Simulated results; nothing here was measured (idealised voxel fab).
A process module follows: voxel gate over fins.
Section shown: cut. Width: 255 nm. Cell size: 5 nm, square.
Cross-section spec: square-cell grid; bands listed top down; each band is one or more rows.
Heads up on the band format: heights come first, top then bottom, in nm. After that it's the materials left to right, each with its width in nm. A single material flagged "edge to edge" fills the whole band edge to edge, and "blank" means there's empty space there.
Heights are reckoned from 0. Under this level, the received wafer is all of one material. The bottommost band is open-ended downward, for example "z 0 and below".
Read "30 to 40" as a graded width: first number on top, second number at the bottom, same change between each pair of neighbouring rows.
It should be understood that the words "no change", when stated for a given step, signify that the cross-section underwent no change in any of its cells during that step.
Closed empty spaces (no open way to the top) of 8 cells or more are what "Closed void table" lists, each as width x height at distance from the left edge, nm for all three.
Formally, on a step line, whatever follows the settings is a remark that the simulator itself makes on the step.
Regarding "overlay nm": on a step with a mask, it is the distance the mask lay to the right of its planned place; a negative value places it to the left.

THE PLANNED PROCESS STEPS ARE ENUMERATED HEREUNDER
- 1: op RECEIVE | material Si
- 2: op CONFORMAL_DEP | material SiN | thk nm 10
- 3: op PATTERN | tone cover | mask id FINS | material resist | width nm 15 | pitch nm 35 | thk nm 15 | overlay nm 0
- 4: op DIRECTIONAL_ETCH | etch materials SiN | depth nm 10
- 5: op DIRECTIONAL_ETCH | etch materials Si | depth nm 30
- 6: op STRIP | etch materials resist
- 7: op OXIDIZE | depth nm 5
- 8: op FILL_DEP | material SiO2 | thk nm 10
- 9: op CMP | height nm 10
- 10: op SELECTIVE_ETCH | etch materials SiO2 | depth nm 20
- 11: op STRIP | etch materials SiN
- 12: op CONFORMAL_DEP | material HfO2 | thk nm 5
- 13: op CONFORMAL_DEP | material TiN | thk nm 5
- 14: op FILL_DEP | material W | thk nm 10
- 15: op CMP | height nm 15
- 16: op CONFORMAL_DEP | material SiCN | thk nm 5

BELOW: THE FIRST OF TWO WAFERS, RUN AS PLANNED

SHOWN IN CROSS-SECTION IS THE WAFER AS RECEIVED, THAT IS, AS IT STANDS AFTER STEP 1
z 0 and below = Si edge to edge
Closed void table: none

CROSS-SECTION OF THE WAFER SUBSEQUENT TO STEP 2
z 10 to 0 = SiN edge to edge
Nothing below the height 0 has changed.

CROSS-SECTION OF THE WAFER SUBSEQUENT TO STEP 3
z 25 to 10 = 85 blank, 15 resist, 20 blank, 15 resist, 20 blank, 15 resist, 85 blank
Nothing below the height 10 has changed.

CROSS-SECTION OF THE WAFER SUBSEQUENT TO STEP 4
z 25 to 10 = 85 blank, 15 resist, 20 blank, 15 resist, 20 blank, 15 resist, 85 blank
z 10 to 0 = 85 blank, 15 SiN, 20 blank, 15 SiN, 20 blank, 15 SiN, 85 blank
Nothing below the height 0 has changed.

CROSS-SECTION OF THE WAFER SUBSEQUENT TO STEP 5
z 25 to 10 = 85 blank, 15 resist, 20 blank, 15 resist, 20 blank, 15 resist, 85 blank
z 10 to 0 = 85 blank, 15 SiN, 20 blank, 15 SiN, 20 blank, 15 SiN, 85 blank
z 0 to -30 = 85 blank, 15 Si, 20 blank, 15 Si, 20 blank, 15 Si, 85 blank
Nothing below the height -30 has changed.

CROSS-SECTION OF THE WAFER SUBSEQUENT TO STEP 6
z 10 to 0 = 85 blank, 15 SiN, 20 blank, 15 SiN, 20 blank, 15 SiN, 85 blank
Nothing below the height 0 has changed.

CROSS-SECTION OF THE WAFER SUBSEQUENT TO STEP 7
z 10 to 0 = 85 blank, 15 SiN, 20 blank, 15 SiN, 20 blank, 15 SiN, 85 blank
z 0 to -30 = 85 blank, 5 SiO2, 5 Si, 5 SiO2, 20 blank, 5 SiO2, 5 Si, 5 SiO2, 20 blank, 5 SiO2, 5 Si, 5 SiO2, 85 blank
z -30 to -35 = 90 SiO2, 5 Si, 30 SiO2, 5 Si, 30 SiO2, 5 Si, 90 SiO2
Nothing below the height -35 has changed.

CROSS-SECTION OF THE WAFER SUBSEQUENT TO STEP 8
z 20 to 10 = SiO2 edge to edge
z 10 to 0 = 85 SiO2, 15 SiN, 20 SiO2, 15 SiN, 20 SiO2, 15 SiN, 85 SiO2
z 0 to -35 = 90 SiO2, 5 Si, 30 SiO2, 5 Si, 30 SiO2, 5 Si, 90 SiO2
Nothing below the height -35 has changed.

CROSS-SECTION OF THE WAFER SUBSEQUENT TO STEP 9
z 10 to 0 = 85 SiO2, 15 SiN, 20 SiO2, 15 SiN, 20 SiO2, 15 SiN, 85 SiO2
Nothing below the height 0 has changed.

CROSS-SECTION OF THE WAFER SUBSEQUENT TO STEP 10
z 10 to 0 = 85 blank, 15 SiN, 20 blank, 15 SiN, 20 blank, 15 SiN, 85 blank
z 0 to -10 = 90 blank, 5 Si, 30 blank, 5 Si, 30 blank, 5 Si, 90 blank
Nothing below the height -10 has changed.

CROSS-SECTION OF THE WAFER SUBSEQUENT TO STEP 11
z 0 to -10 = 90 blank, 5 Si, 30 blank, 5 Si, 30 blank, 5 Si, 90 blank
Nothing below the height -10 has changed.

CROSS-SECTION OF THE WAFER SUBSEQUENT TO STEP 12
z 5 to 0 = 85 blank, 15 HfO2, 20 blank, 15 HfO2, 20 blank, 15 HfO2, 85 blank
z 0 to -5 = 85 blank, 5 HfO2, 5 Si, 5 HfO2, 20 blank, 5 HfO2, 5 Si, 5 HfO2, 20 blank, 5 HfO2, 5 Si, 5 HfO2, 85 blank
z -5 to -10 = 90 HfO2, 5 Si, 30 HfO2, 5 Si, 30 HfO2, 5 Si, 90 HfO2
Nothing below the height -10 has changed.

CROSS-SECTION OF THE WAFER SUBSEQUENT TO STEP 13
z 10 to 5 = 80 blank, 25 TiN, 10 blank, 25 TiN, 10 blank, 25 TiN, 80 blank
z 5 to 0 = 80 blank, 5 TiN, 15 HfO2, 5 TiN, 10 blank, 5 TiN, 15 HfO2, 5 TiN, 10 blank, 5 TiN, 15 HfO2, 5 TiN, 80 blank
z 0 to -5 = 85 TiN, 5 HfO2, 5 Si, 5 HfO2, 20 TiN, 5 HfO2, 5 Si, 5 HfO2, 20 TiN, 5 HfO2, 5 Si, 5 HfO2, 85 TiN
Nothing below the height -5 has changed.

CROSS-SECTION OF THE WAFER SUBSEQUENT TO STEP 14
z 20 to 10 = W edge to edge
z 10 to 5 = 80 W, 25 TiN, 10 W, 25 TiN, 10 W, 25 TiN, 80 W
z 5 to 0 = 80 W, 5 TiN, 15 HfO2, 5 TiN, 10 W, 5 TiN, 15 HfO2, 5 TiN, 10 W, 5 TiN, 15 HfO2, 5 TiN, 80 W
Nothing below the height 0 has changed.

CROSS-SECTION OF THE WAFER SUBSEQUENT TO STEP 15
z 15 to 10 = W edge to edge
Nothing below the height 10 has changed.

CROSS-SECTION OF THE WAFER SUBSEQUENT TO STEP 16
z 20 to 15 = SiCN edge to edge
Nothing below the height 15 has changed.

SECOND WAFER. START AND PLAN AS FOR THE FIRST. ONE MISTAKE MADE IN RUNNING. AGREES WITH THE FIRST UP TO AND INCLUDING STEP 11

SECOND WAFER PROFILE IN SECTION, AT THE MOMENT STEP 12 OF THE PLAN WAS MEANT TO BE COMPLETE
z 5 to 0 = 85 blank, 15 TiN, 20 blank, 15 TiN, 20 blank, 15 TiN, 85 blank
z 0 to -5 = 85 blank, 5 TiN, 5 Si, 5 TiN, 20 blank, 5 TiN, 5 Si, 5 TiN, 20 blank, 5 TiN, 5 Si, 5 TiN, 85 blank
z -5 to -10 = 90 TiN, 5 Si, 30 TiN, 5 Si, 30 TiN, 5 Si, 90 TiN
Nothing below the height -10 has changed.

SECOND WAFER PROFILE IN SECTION, AT THE MOMENT STEP 13 OF THE PLAN WAS MEANT TO BE COMPLETE
z 10 to 5 = 80 blank, 25 HfO2, 10 blank, 25 HfO2, 10 blank, 25 HfO2, 80 blank
z 5 to 0 = 80 blank, 5 HfO2, 15 TiN, 5 HfO2, 10 blank, 5 HfO2, 15 TiN, 5 HfO2, 10 blank, 5 HfO2, 15 TiN, 5 HfO2, 80 blank
z 0 to -5 = 85 HfO2, 5 TiN, 5 Si, 5 TiN, 20 HfO2, 5 TiN, 5 Si, 5 TiN, 20 HfO2, 5 TiN, 5 Si, 5 TiN, 85 HfO2
Nothing below the height -5 has changed.

SECOND WAFER PROFILE IN SECTION, AT THE MOMENT STEP 14 OF THE PLAN WAS MEANT TO BE COMPLETE
z 20 to 10 = W edge to edge
z 10 to 5 = 80 W, 25 HfO2, 10 W, 25 HfO2, 10 W, 25 HfO2, 80 W
z 5 to 0 = 80 W, 5 HfO2, 15 TiN, 5 HfO2, 10 W, 5 HfO2, 15 TiN, 5 HfO2, 10 W, 5 HfO2, 15 TiN, 5 HfO2, 80 W
Nothing below the height 0 has changed.

SECOND WAFER PROFILE IN SECTION, AT THE MOMENT STEP 15 OF THE PLAN WAS MEANT TO BE COMPLETE
z 15 to 10 = W edge to edge
Nothing below the height 10 has changed.

SECOND WAFER PROFILE IN SECTION, AT THE MOMENT STEP 16 OF THE PLAN WAS MEANT TO BE COMPLETE
z 20 to 15 = SiCN edge to edge
Nothing below the height 15 has changed.
So what did we get wrong on this run? deviation from plan: step 13 and step 12 executed in one another's positions
If you tally the cells, the second wafer ends up with the same amount of every material as the first; it's all just sitting in different places.
